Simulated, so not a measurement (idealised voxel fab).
The process module that follows is named voxel transistor to metal.
The width of the displayed cross-section, cut, is 190 nm; its cells are square, with a size of 5 nm.
Reading order for cross-sections: top band down to bottom band. Underlying form: a grid of square cells. Band size: one or more rows of cells. Top height, bottom height, nm. Materials left to right, width each, nm. Single material + "full width" = fills band edge to edge. "empty" = empty. Measure heights from 0. That's the level where, below it, the as-received wafer is all one material. The lowest band is bottomless and extends downward; write it as in "0 -> down". A width such as "30->40" changes by the same amount from each row of cells to the next, from the band's top row to its bottom row. Where a step carries "remained unchanged", the cross-section came out of it unchanged, cell for cell. What "Enclosed void catalog" gives you is every empty space of 8 cells or more that is cut off from the top. Each appears as width x height at distance, with the distance taken from the left edge and width, height and distance all in nm. Whatever follows a step's settings on its line is a remark the simulator itself makes about that step. Among the settings permitted on a step's line is "overlay nm"; applied to a step with a mask, it specifies the extent to which the mask lay to the right of its planned position, whereas a negative figure signifies a position to the left.
# Planned process steps
1 RECEIVE | material Si
2 OXIDIZE | depth nm 5
3 CONFORMAL_DEP | material SiN | thk nm 10
4 MASKED_ETCH | tone cover | mask id ACTIVE | width nm 125 | etch materials SiN | depth nm 10 | overlay nm 0
5 MASKED_ETCH | tone cover | mask id ACTIVE | width nm 125 | etch materials SiO2 | depth nm 5 | overlay nm 0
6 MASKED_ETCH | tone cover | mask id ACTIVE | width nm 125 | etch materials Si | depth nm 20 | overlay nm 0
7 OXIDIZE | depth nm 5
8 FILL_DEP | material SiO2 | thk nm 5
9 CMP | height nm 10
10 SELECTIVE_ETCH | etch materials SiO2 | depth nm 5
11 STRIP | etch materials SiN
12 SELECTIVE_ETCH | etch materials SiO2 | depth nm 5
13 OXIDIZE | depth nm 5
14 DIRECTIONAL_DEP | material polySi | thk nm 30
15 DIRECTIONAL_DEP | material SiCN | thk nm 10
16 MASKED_ETCH | tone cover | mask id GATE | width nm 35 | etch materials SiCN | depth nm 20 | overlay nm 0
17 MASKED_ETCH | tone cover | mask id GATE | width nm 35 | etch materials polySi | depth nm 40 | overlay nm 0
18 CONFORMAL_DEP | material SiN | thk nm 5
19 DIRECTIONAL_ETCH | etch materials SiN | depth nm 5
20 DIRECTIONAL_ETCH | etch materials SiO2 | depth nm 5
21 EPI | material pSi | thk nm 5
22 FILL_DEP | material SiO2 | thk nm 10
23 CMP | height nm 25
24 STRIP | etch materials polySi
25 SELECTIVE_ETCH | etch materials SiO2 | depth nm 5
26 CONFORMAL_DEP | material HfO2 | thk nm 5
27 CONFORMAL_DEP | material TiN | thk nm 5
28 FILL_DEP | material W | thk nm 5
29 CMP | height nm 20
30 DIRECTIONAL_DEP | material SiO2 | thk nm 10
31 MASKED_ETCH | tone open | mask id CONTACT | width nm 20 | pitch nm 85 | etch materials SiO2 | depth nm 35 | overlay nm 0
32 CONFORMAL_DEP | material TiN | thk nm 5
33 FILL_DEP | material Ru | thk nm 5
34 CMP | height nm 30
35 CONFORMAL_DEP | material SiCN | thk nm 5
36 DIRECTIONAL_DEP | material SiO2 | thk nm 25
37 PATTERN | tone open | mask id METAL_1 | material resist | width nm 20 | pitch nm 85 | thk nm 15 | overlay nm 0
38 DIRECTIONAL_ETCH | etch materials SiO2 | depth nm 25
39 DIRECTIONAL_ETCH | etch materials SiCN | depth nm 5
40 STRIP | etch materials resist
41 CONFORMAL_DEP | material TiN | thk nm 5
42 FILL_DEP | material Cu | thk nm 5
43 CMP | height nm 60
44 EPI | material Ru | thk nm 5
45 FILL_DEP | material SiCN | thk nm 5
46 DIRECTIONAL_DEP | material lowk | thk nm 30
47 PATTERN | tone open | mask id METAL_2_HOLES | material resist | width nm 15 | pitch nm 85 | thk nm 15 | overlay nm 0
48 DIRECTIONAL_ETCH | etch materials lowk | depth nm 30
49 STRIP | etch materials resist
50 PATTERN | tone open | mask id METAL_2 | material resist | width nm 20 | pitch nm 85 | thk nm 15 | overlay nm 0
51 DIRECTIONAL_ETCH | etch materials lowk | depth nm 20
52 DIRECTIONAL_ETCH | etch materials SiCN | depth nm 5
53 STRIP | etch materials resist
54 CONFORMAL_DEP | material TiN | thk nm 5
55 FILL_DEP | material Cu | thk nm 5
56 CMP | height nm 100
57 CONFORMAL_DEP | material SiN | thk nm 5
# Wafer cross-section on receipt, i.e. after step 1
    0 -> down | Si full width
    Enclosed void catalog: none
# Here's the cross-section of the first of our two wafers at the end of the module - it ran as planned
    105 -> 100 | SiN full width
    100 -> 85 | 40 of lowk | 5 of TiN | 10 of Cu | 5 of TiN | 65 of lowk | 5 of TiN | 10 of Cu | 5 of TiN | 45 of lowk
    85 -> 80 | 40 of lowk | 5 of TiN | 5 of Cu | 10 of TiN | 65 of lowk | 5 of TiN | 5 of Cu | 10 of TiN | 45 of lowk
    80 -> 70 | 40 of lowk | 5 of TiN | 5 of Cu | 5 of TiN | 70 of lowk | 5 of TiN | 5 of Cu | 5 of TiN | 50 of lowk
    70 -> 65 | 40 of SiCN | 15 of TiN | 70 of SiCN | 15 of TiN | 50 of SiCN
    65 -> 60 | 35 of SiCN | 30 of Ru | 55 of SiCN | 30 of Ru | 40 of SiCN
    60 -> 35 | 40 of SiO2 | 5 of TiN | 10 of Cu | 5 of TiN | 65 of SiO2 | 5 of TiN | 10 of Cu | 5 of TiN | 45 of SiO2
    35 -> 30 | 40 of SiCN | 20 of TiN | 65 of SiCN | 20 of TiN | 45 of SiCN
    30 -> 20 | 40 of SiO2 | 5 of TiN | 10 of Ru | 5 of TiN | 65 of SiO2 | 5 of TiN | 10 of Ru | 5 of TiN | 45 of SiO2
    20 -> 0 | 40 of SiO2 | 5 of TiN | 10 of Ru | 5 of TiN | 10 of SiO2 | 5 of SiN | 5 of HfO2 | 5 of TiN | 15 of W | 5 of TiN | 5 of HfO2 | 5 of SiN | 10 of SiO2 | 5 of TiN | 10 of Ru | 5 of TiN | 45 of SiO2
    0 -> -5 | 25 of SiO2 | 5 of SiN | 10 of SiO2 | 20 of TiN | 10 of SiO2 | 5 of SiN | 5 of HfO2 | 25 of TiN | 5 of HfO2 | 5 of SiN | 10 of SiO2 | 20 of TiN | 10 of SiO2 | 5 of SiN | 30 of SiO2
    -5 -> -10 | 30 of SiO2 | 40 of pSi | 45 of HfO2 | 40 of pSi | 35 of SiO2
    -10 -> -30 | 35 of SiO2 | 115 of Si | 40 of SiO2
    -30 -> down | Si full width
    Enclosed void catalog: none
# What the second wafer looks like in cross-section once the module is done. Its start and its plan matched the first wafer's exactly; what differed was one mistake in how it was run
    105 -> 100 | SiN full width
    100 -> 85 | 40 of lowk | 5 of TiN | 5 of Cu | 5 of TiN | 70 of lowk | 5 of TiN | 5 of Cu | 5 of TiN | 50 of lowk
    85 -> 80 | 40 of lowk | 15 of TiN | 70 of lowk | 15 of TiN | 50 of lowk
    80 -> 70 | lowk full width
    70 -> 65 | SiCN full width
    65 -> 60 | 35 of SiCN | 30 of Ru | 55 of SiCN | 30 of Ru | 40 of SiCN
    60 -> 35 | 40 of SiO2 | 5 of TiN | 10 of Cu | 5 of TiN | 65 of SiO2 | 5 of TiN | 10 of Cu | 5 of TiN | 45 of SiO2
    35 -> 30 | 40 of SiCN | 20 of TiN | 65 of SiCN | 20 of TiN | 45 of SiCN
    30 -> 20 | 40 of SiO2 | 5 of TiN | 10 of Ru | 5 of TiN | 65 of SiO2 | 5 of TiN | 10 of Ru | 5 of TiN | 45 of SiO2
    20 -> 0 | 40 of SiO2 | 5 of TiN | 10 of Ru | 5 of TiN | 10 of SiO2 | 5 of SiN | 5 of HfO2 | 5 of TiN | 15 of W | 5 of TiN | 5 of HfO2 | 5 of SiN | 10 of SiO2 | 5 of TiN | 10 of Ru | 5 of TiN | 45 of SiO2
    0 -> -5 | 25 of SiO2 | 5 of SiN | 10 of SiO2 | 20 of TiN | 10 of SiO2 | 5 of SiN | 5 of HfO2 | 25 of TiN | 5 of HfO2 | 5 of SiN | 10 of SiO2 | 20 of TiN | 10 of SiO2 | 5 of SiN | 30 of SiO2
    -5 -> -10 | 30 of SiO2 | 40 of pSi | 45 of HfO2 | 40 of pSi | 35 of SiO2
    -10 -> -30 | 35 of SiO2 | 115 of Si | 40 of SiO2
    -30 -> down | Si full width
    Enclosed void catalog: none
In executing the process, a mistake was made relative to the plan: regarding the plan, step 46 was run twice
End check, counted in cells, second wafer has more or fewer of these materials than the first: -12 Cu, +6 SiCN, -14 TiN, +20 lowk
